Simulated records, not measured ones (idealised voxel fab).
Presented below is a process module, voxel double patterning.
Each square cell in cross-section cut measures 5 nm, and the section as a whole is 250 nm wide.
This document writes a cross-section as a grid whose cells are square, and gives it as bands, listed from the top down; one or more rows of cells form a band.
Read a band's entry like this: the first values are the height of its top and the height of its bottom in nm, and what follows is the sequence of materials from left to right, each with its width in nm. Note that "empty" is empty space, and that a single material marked "everywhere" reaches across the band from edge to edge.
Note: height 0 marks the level under which the wafer is uniformly one material as received. Lowest band unbounded below, written "0 down".
You'd read "30 to 40" like this: the band's top row of cells is as wide as the first number, its bottom row is as wide as the second, and going down, every row changes width by the same amount as the row before did.
Take "no modifications" at face value: in the step it is given for, the cross-section changed in none of its cells.
Closed-off voids of 8+ cells (no open route to the top) go in "Closed empty spaces", written width x height at distance from the left edge, in nm.
The remark found on a step's line after its settings is issued by the simulator itself and pertains to that step.
What "overlay nm" on a step's line means: if the step has a mask, that mask lay this far to the right of its planned place, or, when the value is negative, to the left.

### Planned step list for the process
1,RECEIVE [material Si]
2,CONFORMAL_DEP [material SiO2] [thk nm 10]
3,DIRECTIONAL_DEP [material W] [thk nm 15]
4,DIRECTIONAL_DEP [material SiN] [thk nm 10]
5,MASKED_ETCH [tone open] [mask id FIRST] [width nm 15] [pitch nm 50] [etch materials SiN] [depth nm 10] [overlay nm 0]
6,MASKED_ETCH [tone open] [mask id SECOND] [width nm 15] [etch materials SiN] [depth nm 10] [overlay nm 0]
7,DIRECTIONAL_ETCH [etch materials W] [depth nm 15]
8,STRIP [etch materials SiN]

### Cross-section of the wafer as it came to us, i.e., already through step 1
0 down: Si everywhere
Closed empty spaces: none

### Here's the cross-section of the first of our two wafers at the end of the module - it ran as planned
25 to 10: W 90 nm / empty 15 nm / W 10 nm / empty 15 nm / W 10 nm / empty 15 nm / W 95 nm
10 to 0: SiO2 everywhere
0 down: Si everywhere
Closed empty spaces: none

### second wafer at the end: like start, like plan, one mistake
25 to 15: SiO2 everywhere
15 to 0: W everywhere
0 down: Si everywhere
Closed empty spaces: none
Diagnosis: mixed up steps 2 and 3 - ran each in the other's place
In the final state, the cell counts of the second wafer exceed or fall short of those of the first for the following materials: 27 more of W
